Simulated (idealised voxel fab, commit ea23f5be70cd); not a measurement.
The process module that follows is named voxel self aligned vias.
Shown is cross-section cut, with a width of 265 nm and square cells of size 5 nm.
When this document writes out a cross-section, it uses a grid of square cells and lists it as bands, beginning at the top and moving down, with a band standing for one or more rows of cells. The entry gives the band's vertical extent as a top height and a bottom height in nm, then its horizontal make-up as materials from left to right, each with a width in nm. "air" stands for empty space; a single material marked "edge to edge" fills the band edge to edge. Heights are measured from 0, the level below which the as-received wafer is all one material; the lowest band has no bottom and continues downward, written as in "0..down". Width spec "30 to 40" -> top row of cells at first value, bottom row at second value, equal per-row change in between. For the purposes of this document, the phrase "identical to before" attached to a step denotes that no cell within the cross-section was modified by that step. You'll see "Trapped voids" listing empty spaces that have no way open to the top, as long as they're 8 cells or more; the notation is width x height at distance, where the distance is from the left edge, and all of it is in nm. Note: text after step settings on the step line = simulator remark on that step. You can add "overlay nm" to a step's line. For a step with a mask, it describes how far the mask lay to the right of its planned position, and a negative number describes a lay to the left.
plan:
step 1: RECEIVE with material Si
step 2: CONFORMAL_DEP with material SiO2, thk nm 15
step 3: CONFORMAL_DEP with material SiCN, thk nm 5
step 4: DIRECTIONAL_DEP with material SiO2, thk nm 30
step 5: MASKED_ETCH with tone open, mask id LINES, width nm 25, pitch nm 60, etch materials SiO2, depth nm 30, overlay nm 0
step 6: CONFORMAL_DEP with material TiN, thk nm 5
step 7: FILL_DEP with material W, thk nm 5
step 8: CMP with height nm 50
step 9: SELECTIVE_ETCH with etch materials W Ru TiN, depth nm 10
step 10: FILL_DEP with material SiN, thk nm 10
step 11: CMP with height nm 50
step 12: DIRECTIONAL_DEP with material SiO2, thk nm 15
step 13: MASKED_ETCH with tone open, mask id VIAS, width nm 45, pitch nm 60, etch materials SiO2, depth nm 15, overlay nm 0
step 14: MASKED_ETCH with tone open, mask id VIAS, width nm 45, pitch nm 60, etch materials SiN, depth nm 10, overlay nm 0
step 15: CONFORMAL_DEP with material TiN, thk nm 5
step 16: FILL_DEP with material Ru, thk nm 5
step 17: CMP with height nm 65
step 18: CONFORMAL_DEP with material SiCN, thk nm 5
First out of two wafers; run went to plan:
Wafer as received: cross-section following step 1:
    0..down | Si edge to edge
    Trapped voids: none
Wafer section view after processing step 2:
    15..0 | SiO2 edge to edge
    Note: structure below 0 unchanged.
Wafer section view after processing step 3:
    20..15 | SiCN edge to edge
    Note: structure below 15 unchanged.
Wafer section view after processing step 4:
    50..20 | SiO2 edge to edge
    Note: structure below 20 unchanged.
Wafer section view after processing step 5:
    50..20 | SiO2=60, air=25, SiO2=35, air=25, SiO2=35, air=25, SiO2=60
    Note: structure below 20 unchanged.
Wafer section view after processing step 6:
    55..50 | TiN=65, air=15, TiN=45, air=15, TiN=45, air=15, TiN=65
    50..25 | SiO2=60, TiN=5, air=15, TiN=5, SiO2=35, TiN=5, air=15, TiN=5, SiO2=35, TiN=5, air=15, TiN=5, SiO2=60
    25..20 | SiO2=60, TiN=25, SiO2=35, TiN=25, SiO2=35, TiN=25, SiO2=60
    Note: structure below 20 unchanged.
Wafer section view after processing step 7:
    60..55 | W edge to edge
    55..50 | TiN=65, W=15, TiN=45, W=15, TiN=45, W=15, TiN=65
    50..25 | SiO2=60, TiN=5, W=15, TiN=5, SiO2=35, TiN=5, W=15, TiN=5, SiO2=35, TiN=5, W=15, TiN=5, SiO2=60
    Note: structure below 25 unchanged.
Wafer section view after processing step 8:
    50..25 | SiO2=60, TiN=5, W=15, TiN=5, SiO2=35, TiN=5, W=15, TiN=5, SiO2=35, TiN=5, W=15, TiN=5, SiO2=60
    Note: structure below 25 unchanged.
Wafer section view after processing step 9:
    50..40 | SiO2=60, air=25, SiO2=35, air=25, SiO2=35, air=25, SiO2=60
    Note: structure below 40 unchanged.
Wafer section view after processing step 10:
    60..50 | SiN edge to edge
    50..40 | SiO2=60, SiN=25, SiO2=35, SiN=25, SiO2=35, SiN=25, SiO2=60
    Note: structure below 40 unchanged.
Wafer section view after processing step 11:
    50..40 | SiO2=60, SiN=25, SiO2=35, SiN=25, SiO2=35, SiN=25, SiO2=60
    Note: structure below 40 unchanged.
Wafer section view after processing step 12:
    65..50 | SiO2 edge to edge
    Note: structure below 50 unchanged.
Wafer section view after processing step 13:
    65..50 | SiO2=50, air=45, SiO2=15, air=45, SiO2=15, air=45, SiO2=50
    Note: structure below 50 unchanged.
Wafer section view after processing step 14:
    65..50 | SiO2=50, air=45, SiO2=15, air=45, SiO2=15, air=45, SiO2=50
    50..40 | SiO2=60, air=25, SiO2=35, air=25, SiO2=35, air=25, SiO2=60
    Note: structure below 40 unchanged.
Wafer section view after processing step 15:
    70..65 | TiN=55, air=35, TiN=25, air=35, TiN=25, air=35, TiN=55
    65..55 | SiO2=50, TiN=5, air=35, TiN=5, SiO2=15, TiN=5, air=35, TiN=5, SiO2=15, TiN=5, air=35, TiN=5, SiO2=50
    55..45 | SiO2=50 to 60, TiN=15 to 5, air=15, TiN=15 to 5, SiO2=15 to 35, TiN=15 to 5, air=15, TiN=15 to 5, SiO2=15 to 35, TiN=15 to 5, air=15, TiN=15 to 5, SiO2=50 to 60
    45..40 | SiO2=60, TiN=25, SiO2=35, TiN=25, SiO2=35, TiN=25, SiO2=60
    Note: structure below 40 unchanged.
Wafer section view after processing step 16:
    75..70 | Ru edge to edge
    70..65 | TiN=55, Ru=35, TiN=25, Ru=35, TiN=25, Ru=35, TiN=55
    65..55 | SiO2=50, TiN=5, Ru=35, TiN=5, SiO2=15, TiN=5, Ru=35, TiN=5, SiO2=15, TiN=5, Ru=35, TiN=5, SiO2=50
    55..45 | SiO2=50 to 60, TiN=15 to 5, Ru=15, TiN=15 to 5, SiO2=15 to 35, TiN=15 to 5, Ru=15, TiN=15 to 5, SiO2=15 to 35, TiN=15 to 5, Ru=15, TiN=15 to 5, SiO2=50 to 60
    Note: structure below 45 unchanged.
Wafer section view after processing step 17:
    65..55 | SiO2=50, TiN=5, Ru=35, TiN=5, SiO2=15, TiN=5, Ru=35, TiN=5, SiO2=15, TiN=5, Ru=35, TiN=5, SiO2=50
    Note: structure below 55 unchanged.
Wafer section view after processing step 18:
    70..65 | SiCN edge to edge
    Note: structure below 65 unchanged.
Wafer two of two - same starting point, same process plan, one mistake in execution; matches wafer one up to and including step 3:
Cross-sectional representation of the second wafer at the time designated in the plan for the completion of step 4:
    40..20 | SiO2 edge to edge
    Note: structure below 20 unchanged.
Cross-sectional representation of the second wafer at the time designated in the plan for the completion of step 5:
    40..20 | SiO2=60, air=25, SiO2=35, air=25, SiO2=35, air=25, SiO2=60
    Note: structure below 20 unchanged.
Cross-sectional representation of the second wafer at the time designated in the plan for the completion of step 6:
    45..40 | TiN=65, air=15, TiN=45, air=15, TiN=45, air=15, TiN=65
    40..25 | SiO2=60, TiN=5, air=15, TiN=5, SiO2=35, TiN=5, air=15, TiN=5, SiO2=35, TiN=5, air=15, TiN=5, SiO2=60
    25..20 | SiO2=60, TiN=25, SiO2=35, TiN=25, SiO2=35, TiN=25, SiO2=60
    Note: structure below 20 unchanged.
Cross-sectional representation of the second wafer at the time designated in the plan for the completion of step 7:
    50..45 | W edge to edge
    45..40 | TiN=65, W=15, TiN=45, W=15, TiN=45, W=15, TiN=65
    40..25 | SiO2=60, TiN=5, W=15, TiN=5, SiO2=35, TiN=5, W=15, TiN=5, SiO2=35, TiN=5, W=15, TiN=5, SiO2=60
    Note: structure below 25 unchanged.
Cross-sectional representation of the second wafer at the time designated in the plan for the completion of step 8: identical to before
Cross-sectional representation of the second wafer at the time designated in the plan for the completion of step 9:
    40..25 | SiO2=60, TiN=5, W=15, TiN=5, SiO2=35, TiN=5, W=15, TiN=5, SiO2=35, TiN=5, W=15, TiN=5, SiO2=60
    Note: structure below 25 unchanged.
Cross-sectional representation of the second wafer at the time designated in the plan for the completion of step 10:
    50..40 | SiN edge to edge
    Note: structure below 40 unchanged.
Cross-sectional representation of the second wafer at the time designated in the plan for the completion of step 11: identical to before
Cross-sectional representation of the second wafer at the time designated in the plan for the completion of step 12:
    65..50 | SiO2 edge to edge
    Note: structure below 50 unchanged.
Cross-sectional representation of the second wafer at the time designated in the plan for the completion of step 13:
    65..50 | SiO2=50, air=45, SiO2=15, air=45, SiO2=15, air=45, SiO2=50
    Note: structure below 50 unchanged.
Cross-sectional representation of the second wafer at the time designated in the plan for the completion of step 14:
    65..50 | SiO2=50, air=45, SiO2=15, air=45, SiO2=15, air=45, SiO2=50
    50..40 | SiN=50, air=45, SiN=15, air=45, SiN=15, air=45, SiN=50
    Note: structure below 40 unchanged.
Cross-sectional representation of the second wafer at the time designated in the plan for the completion of step 15:
    70..65 | TiN=55, air=35, TiN=25, air=35, TiN=25, air=35, TiN=55
    65..50 | SiO2=50, TiN=5, air=35, TiN=5, SiO2=15, TiN=5, air=35, TiN=5, SiO2=15, TiN=5, air=35, TiN=5, SiO2=50
    50..45 | SiN=50, TiN=5, air=35, TiN=5, SiN=15, TiN=5, air=35, TiN=5, SiN=15, TiN=5, air=35, TiN=5, SiN=50
    45..40 | SiN=50, TiN=45, SiN=15, TiN=45, SiN=15, TiN=45, SiN=50
    Note: structure below 40 unchanged.
Cross-sectional representation of the second wafer at the time designated in the plan for the completion of step 16:
    75..70 | Ru edge to edge
    70..65 | TiN=55, Ru=35, TiN=25, Ru=35, TiN=25, Ru=35, TiN=55
    65..50 | SiO2=50, TiN=5, Ru=35, TiN=5, SiO2=15, TiN=5, Ru=35, TiN=5, SiO2=15, TiN=5, Ru=35, TiN=5, SiO2=50
    50..45 | SiN=50, TiN=5, Ru=35, TiN=5, SiN=15, TiN=5, Ru=35, TiN=5, SiN=15, TiN=5, Ru=35, TiN=5, SiN=50
    Note: structure below 45 unchanged.
Cross-sectional representation of the second wafer at the time designated in the plan for the completion of step 17:
    65..50 | SiO2=50, TiN=5, Ru=35, TiN=5, SiO2=15, TiN=5, Ru=35, TiN=5, SiO2=15, TiN=5, Ru=35, TiN=5, SiO2=50
    Note: structure below 50 unchanged.
Cross-sectional representation of the second wafer at the time designated in the plan for the completion of step 18:
    70..65 | SiCN edge to edge
    Note: structure below 65 unchanged.
Want to know what went wrong? step 4: run off-plan, actual operation and settings DIRECTIONAL_DEP with material SiO2, thk nm 20
Wrapping up, a cell-based count of both wafers puts the second over or under the first for these materials: Ru +24 | SiN +52 | SiO2 -76
